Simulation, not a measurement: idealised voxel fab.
process module | voxel ribs on slabs
cross-section cut | 195 nm wide | cells 5 nm
A cross-section is a grid of square cells, given in bands from the top down. A band is one or more rows of cells.
Each band's line starts with the height of the band's top and of its bottom, in nm. Then come its materials from left to right, each with its width in nm. One material with "throughout" fills the band from edge to edge. "air" is empty space.
Height 0 is the level under which the wafer as received is all one material. The lowest band goes on downwards, as in "0 down".
A width such as "30 to 40" changes by the same amount from each row of cells to the next, from the band's top row to its bottom row.
"no change" after a step means that no cell of the cross-section changed.
closed voids: empty space of 8 cells or more with no open way to the top, each as width x height at its distance from the left edge, in nm
after a step's settings: what the simulator itself notes on the step
overlay nm, on a step with a mask: how far to the right of its planned place the mask lay; to the left if negative
plan
1 op RECEIVE | material Si
2 op DIRECTIONAL_DEP | material SiO2 | thk nm 25
3 op DIRECTIONAL_DEP | material SiN | thk nm 15
4 op MASKED_ETCH | tone cover | mask id RIB | width nm 25 | etch materials SiN | depth nm 10 | overlay nm 0
5 op DIRECTIONAL_DEP | material aC | thk nm 15
6 op PATTERN | tone cover | mask id SLAB | material resist | width nm 85 | thk nm 35 | overlay nm 0
7 op DIRECTIONAL_ETCH | etch materials aC | depth nm 15
8 op STRIP | etch materials resist
9 op DIRECTIONAL_ETCH | etch materials SiN | depth nm 5
10 op STRIP | etch materials aC
11 op FILL_DEP | material SiO2 | thk nm 20
12 op CMP | height nm 55
13 op DIRECTIONAL_DEP | material TiN | thk nm 10
14 op MASKED_ETCH | tone cover | mask id HEATER | width nm 35 | etch materials TiN | depth nm 10 | overlay nm 0
15 op CONFORMAL_DEP | material SiN | thk nm 5
as received, after step 1
  0 down: Si throughout
  closed voids: none
a wafer at the end: this start, this plan, one mistake
  70 to 65: air 75 | SiN 45 | air 75
  65 to 60: air 75 | SiN 5 | TiN 35 | SiN 5 | air 75
  60 to 55: SiN 80 | TiN 35 | SiN 80
  55 to 15: SiO2 throughout
  15 to 0: SiN throughout
  0 down: Si throughout
  closed voids: none
what went wrong: steps 2 and 3 were swapped
